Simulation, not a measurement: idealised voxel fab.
Title: Process Module voxel trench capacitor
Shown is cross-section cut, with a width of 275 nm and square cells of size 5 nm.
A cross-section is a grid of square cells, given in bands from the top down. A band is one or more rows of cells.
Top, bottom (nm), then materials left to right with widths (nm); lone material tagged "everywhere" fills the whole band edge to edge; "blank" = empty space.
Heights are measured from 0, the level below which the as-received wafer is all one material; the lowest band has no bottom and continues downward, written as in "0 nm and below".
The two numbers in a width such as "30 to 40" mark its ends across the band: the first belongs to the top row of cells, the second to the bottom row, and from each row to the next the width moves by the same amount.
A step reported as "identical to before" is a step in which no cell of the cross-section changed.
Under "Unvented voids" you'll find the enclosed gaps, the ones with no way out to the top, that are 8 cells or bigger; each reads width x height at distance, with distance counted from the left edge, everything in nm.
Anything after a step's settings on that line? It's the simulator's own note about the step.
A step line may carry the setting "overlay nm", which, for steps involving a mask, states the distance by which the mask lay to the right of its intended position; negative values denote displacement to the left.

The following list gives the planned process steps:
1: RECEIVE, material Si
2: CONFORMAL_DEP, material SiN, thk nm 10
3: DIRECTIONAL_DEP, material aC, thk nm 10
4: PATTERN, tone open, mask id TRENCH, material resist, width nm 25, pitch nm 40, thk nm 25, overlay nm 0
5: DIRECTIONAL_ETCH, etch materials aC, depth nm 10
6: STRIP, etch materials resist
7: DIRECTIONAL_ETCH, etch materials SiN, depth nm 10
8: DIRECTIONAL_ETCH, etch materials Si, depth nm 30
9: STRIP, etch materials aC
10: CONFORMAL_DEP, material HfO2, thk nm 5
11: CONFORMAL_DEP, material TiN, thk nm 5
12: FILL_DEP, material W, thk nm 10
13: CMP, height nm 10

Wafer cross-section on receipt, i.e. after step 1:
> 0 nm and below: Si everywhere
> Unvented voids: none

A wafer at the end: this start, this plan, one mistake:
> 10 nm to 0 nm: 105 nm SiN; 5 nm HfO2; 5 nm TiN; 5 nm W; 5 nm TiN; 5 nm HfO2; 15 nm SiN; 5 nm HfO2; 5 nm TiN; 5 nm W; 5 nm TiN; 5 nm HfO2; 105 nm SiN
> 0 nm to -50 nm: 105 nm Si; 5 nm HfO2; 5 nm TiN; 5 nm W; 5 nm TiN; 5 nm HfO2; 15 nm Si; 5 nm HfO2; 5 nm TiN; 5 nm W; 5 nm TiN; 5 nm HfO2; 105 nm Si
> -50 nm to -55 nm: 105 nm Si; 5 nm HfO2; 15 nm TiN; 5 nm HfO2; 15 nm Si; 5 nm HfO2; 15 nm TiN; 5 nm HfO2; 105 nm Si
> -55 nm to -60 nm: 105 nm Si; 25 nm HfO2; 15 nm Si; 25 nm HfO2; 105 nm Si
> -60 nm and below: Si everywhere
> Unvented voids: none
Deviation noted in wafer processing: step 8 of the plan was twice carried out
